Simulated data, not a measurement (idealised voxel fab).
process module | voxel capacitor over wiring
cross-section cut | 270 nm wide | cells 5 nm
A cross-section is a grid of square cells, given in bands from the top down. A band is one or more rows of cells.
Each band's line starts with the height of the band's top and of its bottom, in nm. Then come its materials from left to right, each with its width in nm. One material with "throughout" fills the band from edge to edge. "air" is empty space.
Height 0 is the level under which the wafer as received is all one material. The lowest band goes on downwards, as in "0 down".
A width such as "30 to 40" changes by the same amount from each row of cells to the next, from the band's top row to its bottom row.
"no change" after a step means that no cell of the cross-section changed.
closed voids: empty space of 8 cells or more with no open way to the top, each as width x height at its distance from the left edge, in nm
after a step's settings: what the simulator itself notes on the step
overlay nm, on a step with a mask: how far to the right of its planned place the mask lay; to the left if negative
plan
1 op RECEIVE | material Si
2 op CONFORMAL_DEP | material SiO2 | thk nm 10
3 op CONFORMAL_DEP | material SiN | thk nm 5
4 op DIRECTIONAL_DEP | material SiO2 | thk nm 20
5 op DIRECTIONAL_DEP | material aC | thk nm 10
6 op PATTERN | tone open | mask id METAL_1 | material resist | width nm 25 | pitch nm 90 | thk nm 25 | overlay nm 0
7 op DIRECTIONAL_ETCH | etch materials aC | depth nm 10
8 op STRIP | etch materials resist
9 op DIRECTIONAL_ETCH | etch materials SiO2 | depth nm 20
10 op DIRECTIONAL_ETCH | etch materials SiN | depth nm 5
11 op STRIP | etch materials aC
12 op CONFORMAL_DEP | material TiN | thk nm 5
13 op FILL_DEP | material W | thk nm 10
14 op CMP | height nm 35
15 op CONFORMAL_DEP | material SiCN | thk nm 5
16 op DIRECTIONAL_DEP | material lowk | thk nm 15
17 op PATTERN | tone open | mask id PLUG_1 | material resist | width nm 15 | thk nm 15 | overlay nm 0
18 op DIRECTIONAL_ETCH | etch materials lowk | depth nm 15
19 op DIRECTIONAL_ETCH | etch materials SiCN | depth nm 5
20 op STRIP | etch materials resist
21 op EPI | material Ru | thk nm 10
22 op EPI | material Ru | thk nm 10
23 op DIRECTIONAL_DEP | material TiN | thk nm 10
24 op DIRECTIONAL_DEP | material HfO2 | thk nm 5
25 op DIRECTIONAL_DEP | material TiN | thk nm 5
26 op PATTERN | tone cover | mask id UPPER_PLATE | material resist | width nm 70 | thk nm 15 | overlay nm 0
27 op DIRECTIONAL_ETCH | etch materials TiN | depth nm 5
28 op DIRECTIONAL_ETCH | etch materials HfO2 | depth nm 5
29 op STRIP | etch materials resist
30 op MASKED_ETCH | tone cover | mask id LOWER_PLATE | width nm 80 | etch materials TiN | depth nm 10 | overlay nm 0
31 op FILL_DEP | material SiO2 | thk nm 20
32 op CMP | height nm 90
33 op MASKED_ETCH | tone open | mask id PLUG_2 | width nm 15 | etch materials SiO2 | depth nm 15 | overlay nm 0
34 op CONFORMAL_DEP | material TiN | thk nm 5
35 op FILL_DEP | material W | thk nm 5
36 op CMP | height nm 90
37 op CONFORMAL_DEP | material SiN | thk nm 5
as received, after step 1
  0 down: Si throughout
  closed voids: none
first wafer at the end, as planned
  95 to 90: SiN throughout
  90 to 80: SiO2 95 | TiN 5 | W 5 | TiN 5 | SiO2 160
  80 to 70: SiO2 95 to 85 | TiN 15 to 70 | SiO2 160 to 115
  70 to 65: SiO2 85 | HfO2 70 | SiO2 115
  65 to 55: SiO2 80 | TiN 80 | SiO2 110
  55 to 40: lowk 85 | Ru 15 | lowk 170
  40 to 35: SiCN 85 | Ru 15 | SiCN 170
  35 to 15: SiO2 75 | TiN 5 | W 15 | TiN 5 | SiO2 65 | TiN 5 | W 15 | TiN 5 | SiO2 80
  15 to 10: SiN 75 | TiN 25 | SiN 65 | TiN 25 | SiN 80
  10 to 0: SiO2 throughout
  0 down: Si throughout
  closed voids: none
second wafer at the end: like start, like plan, one mistake
  95 to 90: SiN throughout
  90 to 80: W 90 | TiN 5 | SiO2 15 | TiN 5 | W 155
  80 to 75: TiN 95 | SiO2 15 | TiN 160
  75 to 70: SiO2 85 | TiN 70 | SiO2 115
  70 to 65: SiO2 85 | HfO2 70 | SiO2 115
  65 to 55: SiO2 80 | TiN 80 | SiO2 110
  55 to 40: lowk 85 | Ru 15 | lowk 170
  40 to 35: SiCN 85 | Ru 15 | SiCN 170
  35 to 15: SiO2 75 | TiN 5 | W 15 | TiN 5 | SiO2 65 | TiN 5 | W 15 | TiN 5 | SiO2 80
  15 to 10: SiN 75 | TiN 25 | SiN 65 | TiN 25 | SiN 80
  10 to 0: SiO2 throughout
  0 down: Si throughout
  closed voids: none
what went wrong: step 33 ran as: op MASKED_ETCH | tone cover | mask id PLUG_2 | width nm 15 | etch materials SiO2 | depth nm 15 | overlay nm 0
at the end the second wafer has, in cells: 144 fewer of SiO2 | 48 more of TiN | 96 more of W
